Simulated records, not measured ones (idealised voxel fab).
Documented hereafter: the process module known as voxel wiring stack.
Xsec cut, 235 nm wide, square cell size 5 nm.
A cross-section in this document is a grid of square cells, and it is written down as bands, the top band listed before the ones below it; a band is made up of one or more rows of cells. The band entry comprises the height of the band's top followed by the height of its bottom, expressed in nm, and subsequently the band's materials from left to right, each stated together with its width in nm. Where a single material is marked with the word "full width", that material fills the band from edge to edge. The word "blank" represents empty space. Convention: height 0 is the level below which the wafer, as received, is all one material. The lowest band does not terminate at the bottom but continues downward, represented as "0..down". It should be noted that a width expressed as "30 to 40" varies in equal increments from row to row of cells within the band, taking the value of the first number at the top row and that of the second number at the bottom row. The cross-section has no changed cell in any step marked "no change". For the entry "Unvented internal voids", the listed items are empty spaces with no open way to the top whose size is 8 cells or more; each item follows the pattern width x height at distance, where distance is from the left edge and all three are in nm. The remark found on a step's line after its settings is issued by the simulator itself and pertains to that step. "overlay nm" denotes, for a step that has a mask, the displacement of the mask to the right of its planned place, with negative values corresponding to the left.
## Steps planned for the process
1,RECEIVE: material Si
2,CONFORMAL_DEP: material SiO2, thk nm 10
3,CONFORMAL_DEP: material SiN, thk nm 5
4,DIRECTIONAL_DEP: material lowk, thk nm 20
5,DIRECTIONAL_DEP: material aC, thk nm 10
6,PATTERN: tone open, mask id METAL_1, material resist, width nm 20, pitch nm 45, thk nm 30, overlay nm 0
7,DIRECTIONAL_ETCH: etch materials aC, depth nm 10
8,STRIP: etch materials resist
9,DIRECTIONAL_ETCH: etch materials lowk, depth nm 20
10,DIRECTIONAL_ETCH: etch materials SiN, depth nm 5
11,STRIP: etch materials aC
12,CONFORMAL_DEP: material TiN, thk nm 5
13,FILL_DEP: material Ru, thk nm 5
14,CMP: height nm 35
15,CONFORMAL_DEP: material SiCN, thk nm 5
16,DIRECTIONAL_DEP: material lowk, thk nm 35
17,MASKED_ETCH: tone open, mask id METAL_2_HOLES, width nm 15, pitch nm 45, etch materials lowk, depth nm 35, overlay nm 0
18,DIRECTIONAL_DEP: material aC, thk nm 10
19,PATTERN: tone open, mask id METAL_2, material resist, width nm 20, pitch nm 45, thk nm 25, overlay nm 0
20,DIRECTIONAL_ETCH: etch materials aC, depth nm 10
21,STRIP: etch materials resist
22,DIRECTIONAL_ETCH: etch materials lowk, depth nm 20
23,DIRECTIONAL_ETCH: etch materials SiCN, depth nm 5
24,STRIP: etch materials aC
25,CONFORMAL_DEP: material TiN, thk nm 5
26,FILL_DEP: material Ru, thk nm 5
27,CMP: height nm 75
28,CONFORMAL_DEP: material SiCN, thk nm 5
## Run as planned: first of two wafers
## Here's what the wafer looked like in cross-section when it arrived - that's after step 1
* 0..down: Si full width
* Unvented internal voids: none
## Cross-section of the wafer after step 2
* 10..0: SiO2 full width
* Heights below 0 show no change.
## Cross-section of the wafer after step 3
* 15..10: SiN full width
* Heights below 10 show no change.
## Cross-section of the wafer after step 4
* 35..15: lowk full width
* Heights below 15 show no change.
## Cross-section of the wafer after step 5
* 45..35: aC full width
* Heights below 35 show no change.
## Cross-section of the wafer after step 6
* 75..45: resist 85 / blank 20 / resist 25 / blank 20 / resist 85
* Heights below 45 show no change.
## Cross-section of the wafer after step 7
* 65..45: resist 85 / blank 20 / resist 25 / blank 20 / resist 85
* 45..35: aC 85 / blank 20 / aC 25 / blank 20 / aC 85
* Heights below 35 show no change.
## Cross-section of the wafer after step 8
* 45..35: aC 85 / blank 20 / aC 25 / blank 20 / aC 85
* Heights below 35 show no change.
## Cross-section of the wafer after step 9
* 45..35: aC 85 / blank 20 / aC 25 / blank 20 / aC 85
* 35..15: lowk 85 / blank 20 / lowk 25 / blank 20 / lowk 85
* Heights below 15 show no change.
## Cross-section of the wafer after step 10
* 45..35: aC 85 / blank 20 / aC 25 / blank 20 / aC 85
* 35..15: lowk 85 / blank 20 / lowk 25 / blank 20 / lowk 85
* 15..10: SiN 85 / blank 20 / SiN 25 / blank 20 / SiN 85
* Heights below 10 show no change.
## Cross-section of the wafer after step 11
* 35..15: lowk 85 / blank 20 / lowk 25 / blank 20 / lowk 85
* Heights below 15 show no change.
## Cross-section of the wafer after step 12
* 40..35: TiN 90 / blank 10 / TiN 35 / blank 10 / TiN 90
* 35..15: lowk 85 / TiN 5 / blank 10 / TiN 5 / lowk 25 / TiN 5 / blank 10 / TiN 5 / lowk 85
* 15..10: SiN 85 / TiN 20 / SiN 25 / TiN 20 / SiN 85
* Heights below 10 show no change.
## Cross-section of the wafer after step 13
* 45..40: Ru full width
* 40..35: TiN 90 / Ru 10 / TiN 35 / Ru 10 / TiN 90
* 35..15: lowk 85 / TiN 5 / Ru 10 / TiN 5 / lowk 25 / TiN 5 / Ru 10 / TiN 5 / lowk 85
* Heights below 15 show no change.
## Cross-section of the wafer after step 14
* 35..15: lowk 85 / TiN 5 / Ru 10 / TiN 5 / lowk 25 / TiN 5 / Ru 10 / TiN 5 / lowk 85
* Heights below 15 show no change.
## Cross-section of the wafer after step 15
* 40..35: SiCN full width
* Heights below 35 show no change.
## Cross-section of the wafer after step 16
* 75..40: lowk full width
* Heights below 40 show no change.
## Cross-section of the wafer after step 17
* 75..40: lowk 85 / blank 15 / lowk 30 / blank 15 / lowk 90
* Heights below 40 show no change.
## Cross-section of the wafer after step 18
* 85..75: aC 85 / blank 15 / aC 30 / blank 15 / aC 90
* 75..50: lowk 85 / blank 15 / lowk 30 / blank 15 / lowk 90
* 50..40: lowk 85 / aC 15 / lowk 30 / aC 15 / lowk 90
* Heights below 40 show no change.
## Cross-section of the wafer after step 19
* 110..85: resist 85 / blank 20 / resist 25 / blank 20 / resist 85
* Heights below 85 show no change.
## Cross-section of the wafer after step 20
* 100..85: resist 85 / blank 20 / resist 25 / blank 20 / resist 85
* 85..75: aC 85 / blank 20 / aC 25 / blank 20 / aC 85
* 75..40: lowk 85 / blank 15 / lowk 30 / blank 15 / lowk 90
* Heights below 40 show no change.
## Cross-section of the wafer after step 21
* 85..75: aC 85 / blank 20 / aC 25 / blank 20 / aC 85
* Heights below 75 show no change.
## Cross-section of the wafer after step 22
* 85..75: aC 85 / blank 20 / aC 25 / blank 20 / aC 85
* 75..55: lowk 85 / blank 20 / lowk 25 / blank 20 / lowk 85
* Heights below 55 show no change.
## Cross-section of the wafer after step 23
* 85..75: aC 85 / blank 20 / aC 25 / blank 20 / aC 85
* 75..55: lowk 85 / blank 20 / lowk 25 / blank 20 / lowk 85
* 55..40: lowk 85 / blank 15 / lowk 30 / blank 15 / lowk 90
* 40..35: SiCN 85 / blank 15 / SiCN 30 / blank 15 / SiCN 90
* Heights below 35 show no change.
## Cross-section of the wafer after step 24
* 75..55: lowk 85 / blank 20 / lowk 25 / blank 20 / lowk 85
* Heights below 55 show no change.
## Cross-section of the wafer after step 25
* 80..75: TiN 90 / blank 10 / TiN 35 / blank 10 / TiN 90
* 75..60: lowk 85 / TiN 5 / blank 10 / TiN 5 / lowk 25 / TiN 5 / blank 10 / TiN 5 / lowk 85
* 60..55: lowk 85 / TiN 5 / blank 5 / TiN 10 / lowk 25 / TiN 5 / blank 5 / TiN 10 / lowk 85
* 55..40: lowk 85 / TiN 5 / blank 5 / TiN 5 / lowk 30 / TiN 5 / blank 5 / TiN 5 / lowk 90
* 40..35: SiCN 85 / TiN 15 / SiCN 30 / TiN 15 / SiCN 90
* Heights below 35 show no change.
## Cross-section of the wafer after step 26
* 85..80: Ru full width
* 80..75: TiN 90 / Ru 10 / TiN 35 / Ru 10 / TiN 90
* 75..60: lowk 85 / TiN 5 / Ru 10 / TiN 5 / lowk 25 / TiN 5 / Ru 10 / TiN 5 / lowk 85
* 60..55: lowk 85 / TiN 5 / Ru 5 / TiN 10 / lowk 25 / TiN 5 / Ru 5 / TiN 10 / lowk 85
* 55..40: lowk 85 / TiN 5 / Ru 5 / TiN 5 / lowk 30 / TiN 5 / Ru 5 / TiN 5 / lowk 90
* Heights below 40 show no change.
## Cross-section of the wafer after step 27
* 75..60: lowk 85 / TiN 5 / Ru 10 / TiN 5 / lowk 25 / TiN 5 / Ru 10 / TiN 5 / lowk 85
* Heights below 60 show no change.
## Cross-section of the wafer after step 28
* 80..75: SiCN full width
* Heights below 75 show no change.
## Now the other wafer: same start, same recipe, but we messed up one thing when running it. Up to and including step 2 it's the same as the first one
## Cross-section of the second wafer at the time step 3 of the plan should have ended
* 15..0: SiO2 full width
* Heights below 0 show no change.
## Cross-section of the second wafer at the time step 4 of the plan should have ended
* 35..15: lowk full width
* Heights below 15 show no change.
## Cross-section of the second wafer at the time step 5 of the plan should have ended
* 45..35: aC full width
* Heights below 35 show no change.
## Cross-section of the second wafer at the time step 6 of the plan should have ended
* 75..45: resist 85 / blank 20 / resist 25 / blank 20 / resist 85
* Heights below 45 show no change.
## Cross-section of the second wafer at the time step 7 of the plan should have ended
* 65..45: resist 85 / blank 20 / resist 25 / blank 20 / resist 85
* 45..35: aC 85 / blank 20 / aC 25 / blank 20 / aC 85
* Heights below 35 show no change.
## Cross-section of the second wafer at the time step 8 of the plan should have ended
* 45..35: aC 85 / blank 20 / aC 25 / blank 20 / aC 85
* Heights below 35 show no change.
## Cross-section of the second wafer at the time step 9 of the plan should have ended
* 45..35: aC 85 / blank 20 / aC 25 / blank 20 / aC 85
* 35..15: lowk 85 / blank 20 / lowk 25 / blank 20 / lowk 85
* Heights below 15 show no change.
Cross-section of the second wafer at the time step 10 of the plan should have ended: no change
## Cross-section of the second wafer at the time step 11 of the plan should have ended
* 35..15: lowk 85 / blank 20 / lowk 25 / blank 20 / lowk 85
* Heights below 15 show no change.
## Cross-section of the second wafer at the time step 12 of the plan should have ended
* 40..35: TiN 90 / blank 10 / TiN 35 / blank 10 / TiN 90
* 35..20: lowk 85 / TiN 5 / blank 10 / TiN 5 / lowk 25 / TiN 5 / blank 10 / TiN 5 / lowk 85
* 20..15: lowk 85 / TiN 20 / lowk 25 / TiN 20 / lowk 85
* Heights below 15 show no change.
## Cross-section of the second wafer at the time step 13 of the plan should have ended
* 45..40: Ru full width
* 40..35: TiN 90 / Ru 10 / TiN 35 / Ru 10 / TiN 90
* 35..20: lowk 85 / TiN 5 / Ru 10 / TiN 5 / lowk 25 / TiN 5 / Ru 10 / TiN 5 / lowk 85
* Heights below 20 show no change.
## Cross-section of the second wafer at the time step 14 of the plan should have ended
* 35..20: lowk 85 / TiN 5 / Ru 10 / TiN 5 / lowk 25 / TiN 5 / Ru 10 / TiN 5 / lowk 85
* Heights below 20 show no change.
## Cross-section of the second wafer at the time step 15 of the plan should have ended
* 40..35: SiCN full width
* Heights below 35 show no change.
## Cross-section of the second wafer at the time step 16 of the plan should have ended
* 75..40: lowk full width
* Heights below 40 show no change.
## Cross-section of the second wafer at the time step 17 of the plan should have ended
* 75..40: lowk 85 / blank 15 / lowk 30 / blank 15 / lowk 90
* Heights below 40 show no change.
## Cross-section of the second wafer at the time step 18 of the plan should have ended
* 85..75: aC 85 / blank 15 / aC 30 / blank 15 / aC 90
* 75..50: lowk 85 / blank 15 / lowk 30 / blank 15 / lowk 90
* 50..40: lowk 85 / aC 15 / lowk 30 / aC 15 / lowk 90
* Heights below 40 show no change.
## Cross-section of the second wafer at the time step 19 of the plan should have ended
* 110..85: resist 85 / blank 20 / resist 25 / blank 20 / resist 85
* Heights below 85 show no change.
## Cross-section of the second wafer at the time step 20 of the plan should have ended
* 100..85: resist 85 / blank 20 / resist 25 / blank 20 / resist 85
* 85..75: aC 85 / blank 20 / aC 25 / blank 20 / aC 85
* 75..40: lowk 85 / blank 15 / lowk 30 / blank 15 / lowk 90
* Heights below 40 show no change.
## Cross-section of the second wafer at the time step 21 of the plan should have ended
* 85..75: aC 85 / blank 20 / aC 25 / blank 20 / aC 85
* Heights below 75 show no change.
## Cross-section of the second wafer at the time step 22 of the plan should have ended
* 85..75: aC 85 / blank 20 / aC 25 / blank 20 / aC 85
* 75..55: lowk 85 / blank 20 / lowk 25 / blank 20 / lowk 85
* Heights below 55 show no change.
## Cross-section of the second wafer at the time step 23 of the plan should have ended
* 85..75: aC 85 / blank 20 / aC 25 / blank 20 / aC 85
* 75..55: lowk 85 / blank 20 / lowk 25 / blank 20 / lowk 85
* 55..40: lowk 85 / blank 15 / lowk 30 / blank 15 / lowk 90
* 40..35: SiCN 85 / blank 15 / SiCN 30 / blank 15 / SiCN 90
* Heights below 35 show no change.
## Cross-section of the second wafer at the time step 24 of the plan should have ended
* 75..55: lowk 85 / blank 20 / lowk 25 / blank 20 / lowk 85
* Heights below 55 show no change.
## Cross-section of the second wafer at the time step 25 of the plan should have ended
* 80..75: TiN 90 / blank 10 / TiN 35 / blank 10 / TiN 90
* 75..60: lowk 85 / TiN 5 / blank 10 / TiN 5 / lowk 25 / TiN 5 / blank 10 / TiN 5 / lowk 85
* 60..55: lowk 85 / TiN 5 / blank 5 / TiN 10 / lowk 25 / TiN 5 / blank 5 / TiN 10 / lowk 85
* 55..40: lowk 85 / TiN 5 / blank 5 / TiN 5 / lowk 30 / TiN 5 / blank 5 / TiN 5 / lowk 90
* 40..35: SiCN 85 / TiN 15 / SiCN 30 / TiN 15 / SiCN 90
* Heights below 35 show no change.
## Cross-section of the second wafer at the time step 26 of the plan should have ended
* 85..80: Ru full width
* 80..75: TiN 90 / Ru 10 / TiN 35 / Ru 10 / TiN 90
* 75..60: lowk 85 / TiN 5 / Ru 10 / TiN 5 / lowk 25 / TiN 5 / Ru 10 / TiN 5 / lowk 85
* 60..55: lowk 85 / TiN 5 / Ru 5 / TiN 10 / lowk 25 / TiN 5 / Ru 5 / TiN 10 / lowk 85
* 55..40: lowk 85 / TiN 5 / Ru 5 / TiN 5 / lowk 30 / TiN 5 / Ru 5 / TiN 5 / lowk 90
* Heights below 40 show no change.
## Cross-section of the second wafer at the time step 27 of the plan should have ended
* 75..60: lowk 85 / TiN 5 / Ru 10 / TiN 5 / lowk 25 / TiN 5 / Ru 10 / TiN 5 / lowk 85
* Heights below 60 show no change.
## Cross-section of the second wafer at the time step 28 of the plan should have ended
* 80..75: SiCN full width
* Heights below 75 show no change.
In executing the process, a mistake was made relative to the plan: step 3 did not happen as planned, as run it was CONFORMAL_DEP: material SiO2, thk nm 5
The closing comparison, in cells, has the second wafer with more or fewer of some materials than the first: 4 fewer of Ru; 39 fewer of SiN; 47 more of SiO2; 4 fewer of TiN
